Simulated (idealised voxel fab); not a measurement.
The process module that follows is named voxel transistor to metal.
For reference, the cross-section in this document is cut, with width 140 nm and square cells of 5 nm.
We lay out every cross-section as a grid of square cells and spell it out in bands from the top down, where one band means one or more rows of cells.
Per band: top height and bottom height in nm, followed by the left-to-right materials and their widths in nm; "full width" marks a single material spanning edge to edge, "air" marks empty space.
Beneath 0, the wafer as received is one material, and that level is where height counting begins. The lowest band goes on downward without a bottom; it is written like "0 down".
It should be noted that a width expressed as "30..40" varies in equal increments from row to row of cells within the band, taking the value of the first number at the top row and that of the second number at the bottom row.
"no modification" for a step: no cell of the cross-section changed in that step.
Voids not open to the top, 8 cells minimum: see "Enclosed voids". Written width x height at distance; distance is from the left edge; nm.
The remark found on a step's line after its settings is issued by the simulator itself and pertains to that step.
Steps that use a mask can have "overlay nm" on their line. It says how far the mask sat to the right of where it was meant to be. Negative means to the left.
[These are the steps we planned for the process]
| 1 | RECEIVE,material Si |
| 2 | CONFORMAL_DEP,material SiO2,thk nm 5 |
| 3 | CONFORMAL_DEP,material SiN,thk nm 10 |
| 4 | MASKED_ETCH,tone cover,mask id ACTIVE,width nm 100,etch materials SiN,depth nm 10,overlay nm 0 |
| 5 | MASKED_ETCH,tone cover,mask id ACTIVE,width nm 100,etch materials SiO2,depth nm 5,overlay nm 0 |
| 6 | MASKED_ETCH,tone cover,mask id ACTIVE,width nm 100,etch materials Si,depth nm 35,overlay nm 0 |
| 7 | FILL_DEP,material SiO2,thk nm 10 |
| 8 | CMP,height nm 15 |
| 9 | SELECTIVE_ETCH,etch materials SiO2,depth nm 5 |
| 10 | STRIP,etch materials SiN |
| 11 | SELECTIVE_ETCH,etch materials SiO2,depth nm 5 |
| 12 | OXIDIZE,depth nm 5 |
| 13 | DIRECTIONAL_DEP,material polySi,thk nm 25 |
| 14 | DIRECTIONAL_DEP,material SiCN,thk nm 10 |
| 15 | MASKED_ETCH,tone cover,mask id GATE,width nm 30,etch materials SiCN,depth nm 20,overlay nm 0 |
| 16 | MASKED_ETCH,tone cover,mask id GATE,width nm 30,etch materials polySi,depth nm 35,overlay nm 0 |
| 17 | CONFORMAL_DEP,material SiN,thk nm 10 |
| 18 | DIRECTIONAL_ETCH,etch materials SiN,depth nm 10 |
| 19 | DIRECTIONAL_ETCH,etch materials SiO2,depth nm 5 |
| 20 | DIRECTIONAL_ETCH,etch materials Si,depth nm 15 |
| 21 | EPI,material SiGe,thk nm 15 |
| 22 | FILL_DEP,material SiO2,thk nm 10 |
| 23 | CMP,height nm 25 |
| 24 | STRIP,etch materials polySi |
| 25 | SELECTIVE_ETCH,etch materials SiO2,depth nm 5 |
| 26 | CONFORMAL_DEP,material HfO2,thk nm 5 |
| 27 | CONFORMAL_DEP,material TiN,thk nm 5 |
| 28 | FILL_DEP,material W,thk nm 10 |
| 29 | CMP,height nm 20 |
| 30 | DIRECTIONAL_DEP,material SiO2,thk nm 10 |
| 31 | MASKED_ETCH,tone open,mask id CONTACT,width nm 15,pitch nm 75,etch materials SiO2,depth nm 20,overlay nm 0 |
| 32 | CONFORMAL_DEP,material TiN,thk nm 5 |
| 33 | FILL_DEP,material W,thk nm 10 |
| 34 | CMP,height nm 30 |
| 35 | CONFORMAL_DEP,material SiN,thk nm 5 |
| 36 | DIRECTIONAL_DEP,material lowk,thk nm 20 |
| 37 | MASKED_ETCH,tone open,mask id METAL_1,width nm 15,pitch nm 75,etch materials lowk,depth nm 20,overlay nm 0 |
| 38 | MASKED_ETCH,tone open,mask id METAL_1,width nm 15,pitch nm 75,etch materials SiN,depth nm 5,overlay nm 0 |
| 39 | CONFORMAL_DEP,material TiN,thk nm 5 |
| 40 | FILL_DEP,material Cu,thk nm 10 |
| 41 | CMP,height nm 55 |
| 42 | CONFORMAL_DEP,material SiN,thk nm 5 |
[Delivered wafer in cross-section: state after step 1]
- 0 down  Si full width
- Enclosed voids: none
[first wafer at the end, as planned]
- 60 to 55  SiN full width
- 55 to 35  lowk (25)  TiN (5)  Cu (5)  TiN (5)  lowk (60)  TiN (5)  Cu (5)  TiN (5)  lowk (25)
- 35 to 30  SiN (25)  TiN (15)  SiN (60)  TiN (15)  SiN (25)
- 30 to 20  SiO2 (25)  TiN (5)  W (5)  TiN (5)  SiO2 (60)  TiN (5)  W (5)  TiN (5)  SiO2 (25)
- 20 to 15  SiO2 (25)  TiN (5)  W (5)  TiN (5)  SiO2 (5)  SiN (10)  HfO2 (5)  TiN (5)  W (10)  TiN (5)  HfO2 (5)  SiN (10)  SiO2 (5)  TiN (5)  W (5)  TiN (5)  SiO2 (25)
- 15 to 10  SiO2 (25)  TiN (15)  SiO2 (5)  SiN (10)  HfO2 (5)  TiN (5)  W (10)  TiN (5)  HfO2 (5)  SiN (10)  SiO2 (5)  TiN (15)  SiO2 (25)
- 10 to 5  SiO2 (20)  SiGe (25)  SiN (10)  HfO2 (5)  TiN (5)  W (10)  TiN (5)  HfO2 (5)  SiN (10)  SiGe (25)  SiO2 (20)
- 5 to 0  SiO2 (15)  SiN (10)  SiGe (20)  SiN (10)  HfO2 (5)  TiN (20)  HfO2 (5)  SiN (10)  SiGe (20)  SiN (10)  SiO2 (15)
- 0 to -5  SiO2 (25)  SiGe (20)  SiO2 (5)  HfO2 (40)  SiO2 (5)  SiGe (20)  SiO2 (25)
- -5 to -20  SiO2 (20)  Si (5)  SiGe (20)  Si (50)  SiGe (20)  Si (5)  SiO2 (20)
- -20 to -35  SiO2 (20)  Si (100)  SiO2 (20)
- -35 down  Si full width
- Enclosed voids: none
[End-of-module cross-section of the second wafer: identical starting point and process plan to the first, with one processing mistake]
- 60 to 55  SiN full width
- 55 to 40  lowk (15)  TiN (5)  Cu (5)  TiN (5)  lowk (60)  TiN (5)  Cu (5)  TiN (5)  lowk (35)
- 40 to 35  lowk (15)  TiN (15)  lowk (60)  TiN (15)  lowk (35)
- 35 to 30  SiN (25)  TiN (5)  SiN (70)  TiN (5)  SiN (35)
- 30 to 20  SiO2 (25)  TiN (5)  W (5)  TiN (5)  SiO2 (60)  TiN (5)  W (5)  TiN (5)  SiO2 (25)
- 20 to 15  SiO2 (25)  TiN (5)  W (5)  TiN (5)  SiO2 (5)  SiN (10)  HfO2 (5)  TiN (5)  W (10)  TiN (5)  HfO2 (5)  SiN (10)  SiO2 (5)  TiN (5)  W (5)  TiN (5)  SiO2 (25)
- 15 to 10  SiO2 (25)  TiN (15)  SiO2 (5)  SiN (10)  HfO2 (5)  TiN (5)  W (10)  TiN (5)  HfO2 (5)  SiN (10)  SiO2 (5)  TiN (15)  SiO2 (25)
- 10 to 5  SiO2 (20)  SiGe (25)  SiN (10)  HfO2 (5)  TiN (5)  W (10)  TiN (5)  HfO2 (5)  SiN (10)  SiGe (25)  SiO2 (20)
- 5 to 0  SiO2 (15)  SiN (10)  SiGe (20)  SiN (10)  HfO2 (5)  TiN (20)  HfO2 (5)  SiN (10)  SiGe (20)  SiN (10)  SiO2 (15)
- 0 to -5  SiO2 (25)  SiGe (20)  SiO2 (5)  HfO2 (40)  SiO2 (5)  SiGe (20)  SiO2 (25)
- -5 to -20  SiO2 (20)  Si (5)  SiGe (20)  Si (50)  SiGe (20)  Si (5)  SiO2 (20)
- -20 to -35  SiO2 (20)  Si (100)  SiO2 (20)
- -35 down  Si full width
- Enclosed voids: none
Plan not followed: step 37 off recipe, ran as MASKED_ETCH,tone open,mask id METAL_1,width nm 15,pitch nm 75,etch materials lowk,depth nm 20,overlay nm -10
Final tally in cells, some materials are higher or lower on the second wafer than on the first: 2 fewer of Cu | 4 more of SiN | 2 fewer of TiN
